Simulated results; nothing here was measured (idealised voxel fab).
Process module under the name voxel ribs on slabs
It is cross-section cut that appears here, measuring 280 nm in width, its square cells being 5 nm in size.
Square cells in a grid make up a cross-section in this document, and the grid is given as bands, listed from the top down, each one or more rows of cells. Top, bottom (nm), then materials left to right with widths (nm); lone material tagged "all across" fills the whole band edge to edge; "empty" = empty space. For the purposes of this specification, 0 denotes the height below which the wafer in its as-received condition is composed wholly of one material, and the lowermost band, lacking a lower limit, extends downward without end, as expressed in "0 nm and below". You'd read "30->40" like this: the band's top row of cells is as wide as the first number, its bottom row is as wide as the second, and going down, every row changes width by the same amount as the row before did. "changes: none" -> step changed no cross-section cell. Listed in "Enclosed internal cavities": every empty space of 8 or more cells without an open way to the top. Form: width x height at distance, the distance being from the left edge, all in nm. That trailing text on a step's line, after the settings, is the simulator's own remark on the step. When a step includes a mask, the "overlay nm" setting on its line states how far to the right of its planned place that mask lay, and negative values state how far to the left.
Below is the list of planned process steps:
- 1: RECEIVE with material Si
- 2: DIRECTIONAL_DEP with material SiO2, thk nm 30
- 3: DIRECTIONAL_DEP with material polySi, thk nm 20
- 4: DIRECTIONAL_DEP with material aC, thk nm 15
- 5: PATTERN with tone cover, mask id RIB, material resist, width nm 30, thk nm 30, overlay nm 0
- 6: DIRECTIONAL_ETCH with etch materials aC, depth nm 15
- 7: STRIP with etch materials resist
- 8: DIRECTIONAL_ETCH with etch materials polySi, depth nm 15
- 9: STRIP with etch materials aC
- 10: DIRECTIONAL_DEP with material aC, thk nm 15
- 11: PATTERN with tone cover, mask id SLAB, material resist, width nm 70, thk nm 30, overlay nm 0
- 12: DIRECTIONAL_ETCH with etch materials aC, depth nm 15
- 13: STRIP with etch materials resist
- 14: DIRECTIONAL_ETCH with etch materials polySi, depth nm 5
- 15: STRIP with etch materials aC
- 16: FILL_DEP with material SiO2, thk nm 30
- 17: CMP with height nm 70
- 18: DIRECTIONAL_DEP with material TiN, thk nm 10
- 19: DIRECTIONAL_DEP with material aC, thk nm 15
- 20: PATTERN with tone cover, mask id HEATER, material resist, width nm 40, thk nm 35, overlay nm 0
- 21: DIRECTIONAL_ETCH with etch materials aC, depth nm 15
- 22: STRIP with etch materials resist
- 23: DIRECTIONAL_ETCH with etch materials TiN, depth nm 10
- 24: STRIP with etch materials aC
- 25: CONFORMAL_DEP with material SiO2, thk nm 5
As-received state of the wafer in cross-section, equivalent to post-step 1:
  0 nm and below = Si all across
  Enclosed internal cavities: none
The first of two wafers, cross-sectioned at the end of the module, with the run proceeding as planned:
  85 nm to 80 nm = empty (115), SiO2 (50), empty (115)
  80 nm to 75 nm = empty (115), SiO2 (5), TiN (40), SiO2 (5), empty (115)
  75 nm to 70 nm = SiO2 (120), TiN (40), SiO2 (120)
  70 nm to 50 nm = SiO2 all across
  50 nm to 35 nm = SiO2 (125), polySi (30), SiO2 (125)
  35 nm to 30 nm = SiO2 (105), polySi (70), SiO2 (105)
  30 nm to 0 nm = SiO2 all across
  0 nm and below = Si all across
  Enclosed internal cavities: none
So this is wafer number two of the two, cut at the end of the module - it started where the first did and had the same plan, we just got one thing wrong running it:
  85 nm to 80 nm = empty (115), SiO2 (50), empty (115)
  80 nm to 75 nm = empty (115), SiO2 (5), TiN (40), SiO2 (5), empty (115)
  75 nm to 70 nm = SiO2 (120), TiN (40), SiO2 (120)
  70 nm to 50 nm = SiO2 all across
  50 nm to 45 nm = SiO2 (105), polySi (20), SiO2 (30), polySi (20), SiO2 (105)
  45 nm to 35 nm = polySi (125), SiO2 (30), polySi (125)
  35 nm to 30 nm = polySi all across
  30 nm to 0 nm = SiO2 all across
  0 nm and below = Si all across
  Enclosed internal cavities: none
Here's what went sideways: step 5 did not use the planned setting and instead ran as PATTERN with tone open, mask id RIB, material resist, width nm 30, thk nm 30, overlay nm 0
In the final state, the cell counts of the second wafer exceed or fall short of those of the first for the following materials: SiO2: 132 fewer, polySi: 132 more
